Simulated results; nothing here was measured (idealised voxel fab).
Process module name: voxel ribs on slabs
Square cells of 5 nm make up the cross-section cut, whose width is 255 nm.
When this document writes out a cross-section, it uses a grid of square cells and lists it as bands, beginning at the top and moving down, with a band standing for one or more rows of cells.
A band entry consists of two parts. The first gives the height of the band's top and the height of its bottom, in nm. The rest lists the band's materials from left to right, each with its width in nm. A single material labelled with the word "all across" fills the band from edge to edge, and the word "empty" marks empty space.
All heights in this document are referenced to 0, defined as the level beneath which the wafer, as received, consists entirely of one material. The lowest band is not bounded below; it extends indefinitely downward and is written in the form "z 0 and below".
You'd read "30 to 40" like this: the band's top row of cells is as wide as the first number, its bottom row is as wide as the second, and going down, every row changes width by the same amount as the row before did.
The designation "left unchanged", where it is given for a processing step, indicates that no cell of the cross-section was altered in the course of that step.
What "Entrapped void list" gives you is every empty space of 8 cells or more that is cut off from the top. Each appears as width x height at distance, with the distance taken from the left edge and width, height and distance all in nm.
Read whatever lies past the settings on a step's line as the simulator's own remark about the step.
If you see "overlay nm" on a step's line and that step has a mask, it's telling you how far right of where it was planned the mask ended up; a negative number means it went left instead.
## The planned process steps are enumerated hereunder
1,RECEIVE,material Si
2,DIRECTIONAL_DEP,material SiO2,thk nm 25
3,DIRECTIONAL_DEP,material polySi,thk nm 15
4,MASKED_ETCH,tone cover,mask id RIB,width nm 30,etch materials polySi,depth nm 5,overlay nm 0
5,DIRECTIONAL_DEP,material aC,thk nm 10
6,PATTERN,tone cover,mask id SLAB,material resist,width nm 70,thk nm 30,overlay nm 0
7,DIRECTIONAL_ETCH,etch materials aC,depth nm 10
8,STRIP,etch materials resist
9,DIRECTIONAL_ETCH,etch materials polySi,depth nm 10
10,STRIP,etch materials aC
11,FILL_DEP,material SiO2,thk nm 30
12,CMP,height nm 60
13,DIRECTIONAL_DEP,material TiN,thk nm 10
14,MASKED_ETCH,tone cover,mask id HEATER,width nm 40,etch materials TiN,depth nm 10,overlay nm 0
15,CONFORMAL_DEP,material SiO2,thk nm 5
## Incoming wafer, cross-sectional view, post step 1
> z 0 and below  Si all across
> Entrapped void list: none
## Wafer at module end, in section. Began as above, planned as above, run with one mistake
> z 75 to 70  empty 100; SiO2 50; empty 105
> z 70 to 65  empty 100; SiO2 5; TiN 40; SiO2 5; empty 105
> z 65 to 60  SiO2 105; TiN 40; SiO2 110
> z 60 to 40  SiO2 all across
> z 40 to 35  SiO2 115; polySi 30; SiO2 110
> z 35 to 25  SiO2 90; polySi 70; SiO2 95
> z 25 to 0  SiO2 all across
> z 0 and below  Si all across
> Entrapped void list: none
In executing the process, a mistake was made relative to the plan: contrary to plan, step 4 was performed as MASKED_ETCH,tone cover,mask id RIB,width nm 30,etch materials polySi,depth nm 5,overlay nm 5
